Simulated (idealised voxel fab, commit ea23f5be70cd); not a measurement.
This is a process module. Its name is voxel ribs on slabs.
The figure presents cross-section cut, which has a width of 195 nm and is divided into square cells with an edge length of 5 nm.
Notation: cross-section as square-cell grid; stated in bands, top first, going down; one or more cell rows per band. Band: top and bottom heights (nm) first, top before bottom; then materials from left to right, widths in nm. "everywhere" marks a sole material filling the band edge to edge. "empty" denotes empty space. Below 0: as-received wafer, all one material; heights counted from there. Lowest band: no bottom, goes on down, written "0 -> down". Width spec "30 to 40" -> top row of cells at first value, bottom row at second value, equal per-row change in between. Step note "nothing changed" = no cross-section cell changed. Listed in "Unvented cavities": every empty space of 8 or more cells without an open way to the top. Form: width x height at distance, the distance being from the left edge, all in nm. Anything after a step's settings on that line? It's the simulator's own note about the step. The optional step-line setting "overlay nm" applies to steps with a mask and quantifies how far to the right of its planned location the mask lay, a negative value indicating leftward placement.
**Set out below are the planned steps of the process**
1,RECEIVE, material Si
2,DIRECTIONAL_DEP, material SiO2, thk nm 25
3,DIRECTIONAL_DEP, material SiN, thk nm 20
4,DIRECTIONAL_DEP, material aC, thk nm 15
5,PATTERN, tone cover, mask id RIB, material resist, width nm 25, thk nm 30, overlay nm 0
6,DIRECTIONAL_ETCH, etch materials aC, depth nm 15
7,STRIP, etch materials resist
8,DIRECTIONAL_ETCH, etch materials SiN, depth nm 5
9,STRIP, etch materials aC
10,MASKED_ETCH, tone cover, mask id SLAB, width nm 75, etch materials SiN, depth nm 15, overlay nm 0
11,FILL_DEP, material SiO2, thk nm 20
12,CMP, height nm 60
13,DIRECTIONAL_DEP, material W, thk nm 5
14,PATTERN, tone cover, mask id HEATER, material resist, width nm 35, thk nm 20, overlay nm 0
15,DIRECTIONAL_ETCH, etch materials W, depth nm 5
16,STRIP, etch materials resist
17,CONFORMAL_DEP, material SiO2, thk nm 10
**First of the two wafers, run per plan**
**Wafer at receipt (post step 1), cross-section**
- 0 -> down = Si everywhere
- Unvented cavities: none
**Cross-section: wafer state after step 2**
- 25 -> 0 = SiO2 everywhere
- below 0: unchanged
**Cross-section: wafer state after step 3**
- 45 -> 25 = SiN everywhere
- below 25: unchanged
**Cross-section: wafer state after step 4**
- 60 -> 45 = aC everywhere
- below 45: unchanged
**Cross-section: wafer state after step 5**
- 90 -> 60 = empty: 85, then resist: 25, then empty: 85
- below 60: unchanged
**Cross-section: wafer state after step 6**
- 75 -> 60 = empty: 85, then resist: 25, then empty: 85
- 60 -> 45 = empty: 85, then aC: 25, then empty: 85
- below 45: unchanged
**Cross-section: wafer state after step 7**
- 60 -> 45 = empty: 85, then aC: 25, then empty: 85
- below 45: unchanged
**Cross-section: wafer state after step 8**
- 60 -> 45 = empty: 85, then aC: 25, then empty: 85
- 45 -> 40 = empty: 85, then SiN: 25, then empty: 85
- below 40: unchanged
**Cross-section: wafer state after step 9**
- 45 -> 40 = empty: 85, then SiN: 25, then empty: 85
- below 40: unchanged
**Cross-section: wafer state after step 10**
- 45 -> 40 = empty: 85, then SiN: 25, then empty: 85
- 40 -> 25 = empty: 60, then SiN: 75, then empty: 60
- below 25: unchanged
**Cross-section: wafer state after step 11**
- 65 -> 45 = SiO2 everywhere
- 45 -> 40 = SiO2: 85, then SiN: 25, then SiO2: 85
- 40 -> 25 = SiO2: 60, then SiN: 75, then SiO2: 60
- below 25: unchanged
**Cross-section: wafer state after step 12**
- 60 -> 45 = SiO2 everywhere
- below 45: unchanged
**Cross-section: wafer state after step 13**
- 65 -> 60 = W everywhere
- below 60: unchanged
**Cross-section: wafer state after step 14**
- 85 -> 65 = empty: 80, then resist: 35, then empty: 80
- below 65: unchanged
**Cross-section: wafer state after step 15**
- 85 -> 65 = empty: 80, then resist: 35, then empty: 80
- 65 -> 60 = empty: 80, then W: 35, then empty: 80
- below 60: unchanged
**Cross-section: wafer state after step 16**
- 65 -> 60 = empty: 80, then W: 35, then empty: 80
- below 60: unchanged
**Cross-section: wafer state after step 17**
- 75 -> 70 = empty: 70, then SiO2: 55, then empty: 70
- 70 -> 65 = SiO2 everywhere
- 65 -> 60 = SiO2: 80, then W: 35, then SiO2: 80
- below 60: unchanged
**Regarding the second of the two wafers: it shared the first wafer's starting condition and process plan, yet one error occurred during its execution. Its history coincides with that of the first wafer up to and including step 2**
**Second wafer, cut view, end of step 3 per plan**
- 45 -> 25 = W everywhere
- below 25: unchanged
**Second wafer, cut view, end of step 4 per plan**
- 60 -> 45 = aC everywhere
- below 45: unchanged
**Second wafer, cut view, end of step 5 per plan**
- 90 -> 60 = empty: 85, then resist: 25, then empty: 85
- below 60: unchanged
**Second wafer, cut view, end of step 6 per plan**
- 75 -> 60 = empty: 85, then resist: 25, then empty: 85
- 60 -> 45 = empty: 85, then aC: 25, then empty: 85
- below 45: unchanged
**Second wafer, cut view, end of step 7 per plan**
- 60 -> 45 = empty: 85, then aC: 25, then empty: 85
- below 45: unchanged
Second wafer, cut view, end of step 8 per plan: nothing changed
**Second wafer, cut view, end of step 9 per plan**
- 45 -> 25 = W everywhere
- below 25: unchanged
Second wafer, cut view, end of step 10 per plan: nothing changed
**Second wafer, cut view, end of step 11 per plan**
- 65 -> 45 = SiO2 everywhere
- below 45: unchanged
**Second wafer, cut view, end of step 12 per plan**
- 60 -> 45 = SiO2 everywhere
- below 45: unchanged
**Second wafer, cut view, end of step 13 per plan**
- 65 -> 60 = W everywhere
- below 60: unchanged
**Second wafer, cut view, end of step 14 per plan**
- 85 -> 65 = empty: 80, then resist: 35, then empty: 80
- below 65: unchanged
**Second wafer, cut view, end of step 15 per plan**
- 85 -> 65 = empty: 80, then resist: 35, then empty: 80
- 65 -> 60 = empty: 80, then W: 35, then empty: 80
- below 60: unchanged
**Second wafer, cut view, end of step 16 per plan**
- 65 -> 60 = empty: 80, then W: 35, then empty: 80
- below 60: unchanged
**Second wafer, cut view, end of step 17 per plan**
- 75 -> 70 = empty: 70, then SiO2: 55, then empty: 70
- 70 -> 65 = SiO2 everywhere
- 65 -> 60 = SiO2: 80, then W: 35, then SiO2: 80
- below 60: unchanged
What was the processing mistake? step 3 did not happen as planned, as run it was DIRECTIONAL_DEP, material W, thk nm 20
Heads up, by the end the second wafer has more or fewer cells of some materials compared to the first: 50 fewer of SiN, 106 fewer of SiO2, 156 more of W
